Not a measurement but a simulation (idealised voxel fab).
process module | voxel fin reveal
cross-section cut | 170 nm wide | cells 5 nm
A cross-section is a grid of square cells, given in bands from the top down. A band is one or more rows of cells.
Each band's line starts with the height of the band's top and of its bottom, in nm. Then come its materials from left to right, each with its width in nm. One material with "throughout" fills the band from edge to edge. "air" is empty space.
Height 0 is the level under which the wafer as received is all one material. The lowest band goes on downwards, as in "0 down".
A width such as "30 to 40" changes by the same amount from each row of cells to the next, from the band's top row to its bottom row.
"no change" after a step means that no cell of the cross-section changed.
closed voids: empty space of 8 cells or more with no open way to the top, each as width x height at its distance from the left edge, in nm
after a step's settings: what the simulator itself notes on the step
overlay nm, on a step with a mask: how far to the right of its planned place the mask lay; to the left if negative
plan
1 op RECEIVE | material Si
2 op CONFORMAL_DEP | material SiN | thk nm 5
3 op MASKED_ETCH | tone cover | mask id FINS | width nm 15 | pitch nm 35 | etch materials SiN | depth nm 5 | overlay nm 0
4 op MASKED_ETCH | tone cover | mask id FINS | width nm 15 | pitch nm 35 | etch materials Si | depth nm 30 | overlay nm -10
5 op OXIDIZE | depth nm 5
6 op FILL_DEP | material SiO2 | thk nm 5
7 op CMP | height nm 5
8 op SELECTIVE_ETCH | etch materials SiO2 | depth nm 20
9 op STRIP | etch materials SiN
10 op CONFORMAL_DEP | material SiO2 | thk nm 5
varied across the wafers: overlay nm of step 4. The plan shows the first wafer's value. All wafers start alike
first wafer as received, after step 1
  0 down: Si throughout
  closed voids: none
first wafer at the end, after step 10
  5 to 0: air 25 | SiO2 15 | air 20 | SiO2 15 | air 20 | SiO2 15 | air 20 | SiO2 15 | air 25
  0 to -10: air 15 | SiO2 15 to 5 | Si 5 to 15 | SiO2 5 | air 10 | SiO2 15 to 5 | Si 5 to 15 | SiO2 5 | air 10 | SiO2 15 to 5 | Si 5 to 15 | SiO2 5 | air 10 | SiO2 15 to 5 | Si 5 to 15 | SiO2 5 | air 25
  -10 to -35: SiO2 20 | Si 15 | SiO2 20 | Si 15 | SiO2 20 | Si 15 | SiO2 20 | Si 15 | SiO2 30
  -35 down: Si throughout
  closed voids: none
last wafer at the end
  5 to 0: air 25 | SiO2 15 | air 20 | SiO2 15 | air 20 | SiO2 15 | air 20 | SiO2 15 | air 25
  0 to -10: air 25 | SiO2 5 | Si 5 to 15 | SiO2 15 to 5 | air 10 | SiO2 5 | Si 5 to 15 | SiO2 15 to 5 | air 10 | SiO2 5 | Si 5 to 15 | SiO2 15 to 5 | air 10 | SiO2 5 | Si 5 to 15 | SiO2 15 to 5 | air 15
  -10 to -35: SiO2 30 | Si 15 | SiO2 20 | Si 15 | SiO2 20 | Si 15 | SiO2 20 | Si 15 | SiO2 20
  -35 down: Si throughout
  closed voids: none
each wafer at the end: cells of each material gained (+) or lost (-) since it was received, then its closed voids
overlay nm -10 | -162 Si | +146 SiO2 | closed voids: none
overlay nm -5 | -186 Si | +162 SiO2 | closed voids: none
overlay nm 0 | -210 Si | +178 SiO2 | closed voids: none
overlay nm 5 | -186 Si | +162 SiO2 | closed voids: none
overlay nm 10 | -162 Si | +146 SiO2 | closed voids: none
